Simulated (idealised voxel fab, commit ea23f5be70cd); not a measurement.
This is a process module. Its name is voxel self aligned contacts.
The cross-section on display is named cut; it measures 300 nm wide, and its cells are 5 nm squares.
Cross-section spec: square-cell grid; bands listed top down; each band is one or more rows. Per band: top height and bottom height in nm, followed by the left-to-right materials and their widths in nm; "throughout" marks a single material spanning edge to edge, "air" marks empty space. Basically, 0 is our baseline, since under it the wafer straight out of the box is all one material. The bottom band has no lower end and keeps on going down, so it looks like "z 0 and below". Graded width ("30 to 40"): value in top row of band = first number; value in bottom row = second number; row-to-row change constant. The cross-section has no changed cell in any step marked "identical to before". In "Fully enclosed voids" the enclosed voids are listed, meaning empty spaces of 8 cells or larger without any opening to the top. The form is width x height at distance, distance from the left edge, units nm. The remark found on a step's line after its settings is issued by the simulator itself and pertains to that step. A step line may carry the setting "overlay nm", which, for steps involving a mask, states the distance by which the mask lay to the right of its intended position; negative values denote displacement to the left.

# These are the steps we planned for the process
1. RECEIVE with material Si
2. OXIDIZE with depth nm 5
3. DIRECTIONAL_DEP with material polySi, thk nm 25
4. DIRECTIONAL_DEP with material SiN, thk nm 25
5. DIRECTIONAL_DEP with material aC, thk nm 10
6. PATTERN with tone cover, mask id GATE, material resist, width nm 35, pitch nm 80, thk nm 25, overlay nm 0
7. DIRECTIONAL_ETCH with etch materials aC, depth nm 10
8. STRIP with etch materials resist
9. DIRECTIONAL_ETCH with etch materials SiN, depth nm 25
10. DIRECTIONAL_ETCH with etch materials polySi, depth nm 25
11. STRIP with etch materials aC
12. CONFORMAL_DEP with material SiN, thk nm 10
13. DIRECTIONAL_ETCH with etch materials SiN, depth nm 10
14. FILL_DEP with material SiO2, thk nm 15
15. CMP with height nm 60
16. DIRECTIONAL_DEP with material aC, thk nm 10
17. PATTERN with tone open, mask id CONTACT, material resist, width nm 65, pitch nm 80, thk nm 25, overlay nm 0
18. DIRECTIONAL_ETCH with etch materials aC, depth nm 10
19. STRIP with etch materials resist
20. DIRECTIONAL_ETCH with etch materials SiO2, depth nm 65
21. STRIP with etch materials aC
22. CONFORMAL_DEP with material TiN, thk nm 5
23. FILL_DEP with material Ru, thk nm 10
24. CMP with height nm 60
25. CONFORMAL_DEP with material SiN, thk nm 5

# Wafer, first of two, run as planned

# Wafer cross-section on receipt, i.e. after step 1
z 0 and below: Si throughout
Fully enclosed voids: none

# The wafer, seen in cross-section, after step 2
z 0 to -5: SiO2 throughout
Unchanged below -5.

# The wafer, seen in cross-section, after step 3
z 25 to 0: polySi throughout
Unchanged below 0.

# The wafer, seen in cross-section, after step 4
z 50 to 25: SiN throughout
Unchanged below 25.

# The wafer, seen in cross-section, after step 5
z 60 to 50: aC throughout
Unchanged below 50.

# The wafer, seen in cross-section, after step 6
z 85 to 60: air 50, then resist 35, then air 45, then resist 35, then air 45, then resist 35, then air 55
Unchanged below 60.

# The wafer, seen in cross-section, after step 7
z 75 to 60: air 50, then resist 35, then air 45, then resist 35, then air 45, then resist 35, then air 55
z 60 to 50: air 50, then aC 35, then air 45, then aC 35, then air 45, then aC 35, then air 55
Unchanged below 50.

# The wafer, seen in cross-section, after step 8
z 60 to 50: air 50, then aC 35, then air 45, then aC 35, then air 45, then aC 35, then air 55
Unchanged below 50.

# The wafer, seen in cross-section, after step 9
z 60 to 50: air 50, then aC 35, then air 45, then aC 35, then air 45, then aC 35, then air 55
z 50 to 25: air 50, then SiN 35, then air 45, then SiN 35, then air 45, then SiN 35, then air 55
Unchanged below 25.

# The wafer, seen in cross-section, after step 10
z 60 to 50: air 50, then aC 35, then air 45, then aC 35, then air 45, then aC 35, then air 55
z 50 to 25: air 50, then SiN 35, then air 45, then SiN 35, then air 45, then SiN 35, then air 55
z 25 to 0: air 50, then polySi 35, then air 45, then polySi 35, then air 45, then polySi 35, then air 55
Unchanged below 0.

# The wafer, seen in cross-section, after step 11
z 50 to 25: air 50, then SiN 35, then air 45, then SiN 35, then air 45, then SiN 35, then air 55
Unchanged below 25.

# The wafer, seen in cross-section, after step 12
z 60 to 25: air 40, then SiN 55, then air 25, then SiN 55, then air 25, then SiN 55, then air 45
z 25 to 10: air 40, then SiN 10, then polySi 35, then SiN 10, then air 25, then SiN 10, then polySi 35, then SiN 10, then air 25, then SiN 10, then polySi 35, then SiN 10, then air 45
z 10 to 0: SiN 50, then polySi 35, then SiN 45, then polySi 35, then SiN 45, then polySi 35, then SiN 55
Unchanged below 0.

# The wafer, seen in cross-section, after step 13
z 50 to 25: air 40, then SiN 55, then air 25, then SiN 55, then air 25, then SiN 55, then air 45
z 25 to 0: air 40, then SiN 10, then polySi 35, then SiN 10, then air 25, then SiN 10, then polySi 35, then SiN 10, then air 25, then SiN 10, then polySi 35, then SiN 10, then air 45
Unchanged below 0.

# The wafer, seen in cross-section, after step 14
z 65 to 50: SiO2 throughout
z 50 to 25: SiO2 40, then SiN 55, then SiO2 25, then SiN 55, then SiO2 25, then SiN 55, then SiO2 45
z 25 to 0: SiO2 40, then SiN 10, then polySi 35, then SiN 10, then SiO2 25, then SiN 10, then polySi 35, then SiN 10, then SiO2 25, then SiN 10, then polySi 35, then SiN 10, then SiO2 45
Unchanged below 0.

# The wafer, seen in cross-section, after step 15
z 60 to 50: SiO2 throughout
Unchanged below 50.

# The wafer, seen in cross-section, after step 16
z 70 to 60: aC throughout
Unchanged below 60.

# The wafer, seen in cross-section, after step 17
z 95 to 70: resist 75, then air 65, then resist 15, then air 65, then resist 80
Unchanged below 70.

# The wafer, seen in cross-section, after step 18
z 85 to 70: resist 75, then air 65, then resist 15, then air 65, then resist 80
z 70 to 60: aC 75, then air 65, then aC 15, then air 65, then aC 80
Unchanged below 60.

# The wafer, seen in cross-section, after step 19
z 70 to 60: aC 75, then air 65, then aC 15, then air 65, then aC 80
Unchanged below 60.

# The wafer, seen in cross-section, after step 20
z 70 to 60: aC 75, then air 65, then aC 15, then air 65, then aC 80
z 60 to 50: SiO2 75, then air 65, then SiO2 15, then air 65, then SiO2 80
z 50 to 25: SiO2 40, then SiN 55, then air 25, then SiN 55, then air 25, then SiN 55, then SiO2 45
z 25 to 0: SiO2 40, then SiN 10, then polySi 35, then SiN 10, then air 25, then SiN 10, then polySi 35, then SiN 10, then air 25, then SiN 10, then polySi 35, then SiN 10, then SiO2 45
z 0 to -5: SiO2 95, then air 25, then SiO2 55, then air 25, then SiO2 100
Unchanged below -5.

# The wafer, seen in cross-section, after step 21
z 60 to 50: SiO2 75, then air 65, then SiO2 15, then air 65, then SiO2 80
Unchanged below 50.

# The wafer, seen in cross-section, after step 22
z 65 to 60: TiN 80, then air 55, then TiN 25, then air 55, then TiN 85
z 60 to 50: SiO2 75, then TiN 5 to 25, then air 55 to 15, then TiN 5 to 25, then SiO2 15, then TiN 5 to 25, then air 55 to 15, then TiN 5 to 25, then SiO2 80
z 50 to 25: SiO2 40, then SiN 55, then TiN 5, then air 15, then TiN 5, then SiN 55, then TiN 5, then air 15, then TiN 5, then SiN 55, then SiO2 45
z 25 to 0: SiO2 40, then SiN 10, then polySi 35, then SiN 10, then TiN 5, then air 15, then TiN 5, then SiN 10, then polySi 35, then SiN 10, then TiN 5, then air 15, then TiN 5, then SiN 10, then polySi 35, then SiN 10, then SiO2 45
z 0 to -5: SiO2 95, then TiN 25, then SiO2 55, then TiN 25, then SiO2 100
Unchanged below -5.

# The wafer, seen in cross-section, after step 23
z 75 to 65: Ru throughout
z 65 to 60: TiN 80, then Ru 55, then TiN 25, then Ru 55, then TiN 85
z 60 to 50: SiO2 75, then TiN 5 to 25, then Ru 55 to 15, then TiN 5 to 25, then SiO2 15, then TiN 5 to 25, then Ru 55 to 15, then TiN 5 to 25, then SiO2 80
z 50 to 25: SiO2 40, then SiN 55, then TiN 5, then Ru 15, then TiN 5, then SiN 55, then TiN 5, then Ru 15, then TiN 5, then SiN 55, then SiO2 45
z 25 to 0: SiO2 40, then SiN 10, then polySi 35, then SiN 10, then TiN 5, then Ru 15, then TiN 5, then SiN 10, then polySi 35, then SiN 10, then TiN 5, then Ru 15, then TiN 5, then SiN 10, then polySi 35, then SiN 10, then SiO2 45
Unchanged below 0.

# The wafer, seen in cross-section, after step 24
z 60 to 50: SiO2 75, then TiN 5 to 25, then Ru 55 to 15, then TiN 5 to 25, then SiO2 15, then TiN 5 to 25, then Ru 55 to 15, then TiN 5 to 25, then SiO2 80
Unchanged below 50.

# The wafer, seen in cross-section, after step 25
z 65 to 60: SiN throughout
Unchanged below 60.

# Now the other wafer: same start, same recipe, but we messed up one thing when running it. Up to and including step 9 it's the same as the first one

# The second wafer cut through, at the time step 10 was supposed to be finished
z 60 to 50: air 50, then aC 35, then air 45, then aC 35, then air 45, then aC 35, then air 55
z 50 to 25: air 50, then SiN 35, then air 45, then SiN 35, then air 45, then SiN 35, then air 55
z 25 to 5: air 50, then polySi 35, then air 45, then polySi 35, then air 45, then polySi 35, then air 55
Unchanged below 5.

# The second wafer cut through, at the time step 11 was supposed to be finished
z 50 to 25: air 50, then SiN 35, then air 45, then SiN 35, then air 45, then SiN 35, then air 55
Unchanged below 25.

# The second wafer cut through, at the time step 12 was supposed to be finished
z 60 to 25: air 40, then SiN 55, then air 25, then SiN 55, then air 25, then SiN 55, then air 45
z 25 to 15: air 40, then SiN 10, then polySi 35, then SiN 10, then air 25, then SiN 10, then polySi 35, then SiN 10, then air 25, then SiN 10, then polySi 35, then SiN 10, then air 45
z 15 to 5: SiN 50, then polySi 35, then SiN 45, then polySi 35, then SiN 45, then polySi 35, then SiN 55
Unchanged below 5.

# The second wafer cut through, at the time step 13 was supposed to be finished
z 50 to 25: air 40, then SiN 55, then air 25, then SiN 55, then air 25, then SiN 55, then air 45
z 25 to 5: air 40, then SiN 10, then polySi 35, then SiN 10, then air 25, then SiN 10, then polySi 35, then SiN 10, then air 25, then SiN 10, then polySi 35, then SiN 10, then air 45
Unchanged below 5.

# The second wafer cut through, at the time step 14 was supposed to be finished
z 65 to 50: SiO2 throughout
z 50 to 25: SiO2 40, then SiN 55, then SiO2 25, then SiN 55, then SiO2 25, then SiN 55, then SiO2 45
z 25 to 5: SiO2 40, then SiN 10, then polySi 35, then SiN 10, then SiO2 25, then SiN 10, then polySi 35, then SiN 10, then SiO2 25, then SiN 10, then polySi 35, then SiN 10, then SiO2 45
Unchanged below 5.

# The second wafer cut through, at the time step 15 was supposed to be finished
z 60 to 50: SiO2 throughout
Unchanged below 50.

# The second wafer cut through, at the time step 16 was supposed to be finished
z 70 to 60: aC throughout
Unchanged below 60.

# The second wafer cut through, at the time step 17 was supposed to be finished
z 95 to 70: resist 75, then air 65, then resist 15, then air 65, then resist 80
Unchanged below 70.

# The second wafer cut through, at the time step 18 was supposed to be finished
z 85 to 70: resist 75, then air 65, then resist 15, then air 65, then resist 80
z 70 to 60: aC 75, then air 65, then aC 15, then air 65, then aC 80
Unchanged below 60.

# The second wafer cut through, at the time step 19 was supposed to be finished
z 70 to 60: aC 75, then air 65, then aC 15, then air 65, then aC 80
Unchanged below 60.

# The second wafer cut through, at the time step 20 was supposed to be finished
z 70 to 60: aC 75, then air 65, then aC 15, then air 65, then aC 80
z 60 to 50: SiO2 75, then air 65, then SiO2 15, then air 65, then SiO2 80
z 50 to 25: SiO2 40, then SiN 55, then air 25, then SiN 55, then air 25, then SiN 55, then SiO2 45
z 25 to 5: SiO2 40, then SiN 10, then polySi 35, then SiN 10, then air 25, then SiN 10, then polySi 35, then SiN 10, then air 25, then SiN 10, then polySi 35, then SiN 10, then SiO2 45
Unchanged below 5.

# The second wafer cut through, at the time step 21 was supposed to be finished
z 60 to 50: SiO2 75, then air 65, then SiO2 15, then air 65, then SiO2 80
Unchanged below 50.

# The second wafer cut through, at the time step 22 was supposed to be finished
z 65 to 60: TiN 80, then air 55, then TiN 25, then air 55, then TiN 85
z 60 to 50: SiO2 75, then TiN 5 to 25, then air 55 to 15, then TiN 5 to 25, then SiO2 15, then TiN 5 to 25, then air 55 to 15, then TiN 5 to 25, then SiO2 80
z 50 to 25: SiO2 40, then SiN 55, then TiN 5, then air 15, then TiN 5, then SiN 55, then TiN 5, then air 15, then TiN 5, then SiN 55, then SiO2 45
z 25 to 10: SiO2 40, then SiN 10, then polySi 35, then SiN 10, then TiN 5, then air 15, then TiN 5, then SiN 10, then polySi 35, then SiN 10, then TiN 5, then air 15, then TiN 5, then SiN 10, then polySi 35, then SiN 10, then SiO2 45
z 10 to 5: SiO2 40, then SiN 10, then polySi 35, then SiN 10, then TiN 25, then SiN 10, then polySi 35, then SiN 10, then TiN 25, then SiN 10, then polySi 35, then SiN 10, then SiO2 45
Unchanged below 5.

# The second wafer cut through, at the time step 23 was supposed to be finished
z 75 to 65: Ru throughout
z 65 to 60: TiN 80, then Ru 55, then TiN 25, then Ru 55, then TiN 85
z 60 to 50: SiO2 75, then TiN 5 to 25, then Ru 55 to 15, then TiN 5 to 25, then SiO2 15, then TiN 5 to 25, then Ru 55 to 15, then TiN 5 to 25, then SiO2 80
z 50 to 25: SiO2 40, then SiN 55, then TiN 5, then Ru 15, then TiN 5, then SiN 55, then TiN 5, then Ru 15, then TiN 5, then SiN 55, then SiO2 45
z 25 to 10: SiO2 40, then SiN 10, then polySi 35, then SiN 10, then TiN 5, then Ru 15, then TiN 5, then SiN 10, then polySi 35, then SiN 10, then TiN 5, then Ru 15, then TiN 5, then SiN 10, then polySi 35, then SiN 10, then SiO2 45
Unchanged below 10.

# The second wafer cut through, at the time step 24 was supposed to be finished
z 60 to 50: SiO2 75, then TiN 5 to 25, then Ru 55 to 15, then TiN 5 to 25, then SiO2 15, then TiN 5 to 25, then Ru 55 to 15, then TiN 5 to 25, then SiO2 80
Unchanged below 50.

# The second wafer cut through, at the time step 25 was supposed to be finished
z 65 to 60: SiN throughout
Unchanged below 60.
Diagnosis: step 10 was run on a setting that differed from the plan, and what really ran there is DIRECTIONAL_ETCH with etch materials polySi, depth nm 20
The second wafer ends with more or fewer cells of some materials than the first, per final count: 12 fewer of Ru, 12 fewer of SiN, 7 fewer of SiO2, 8 fewer of TiN, 39 more of polySi
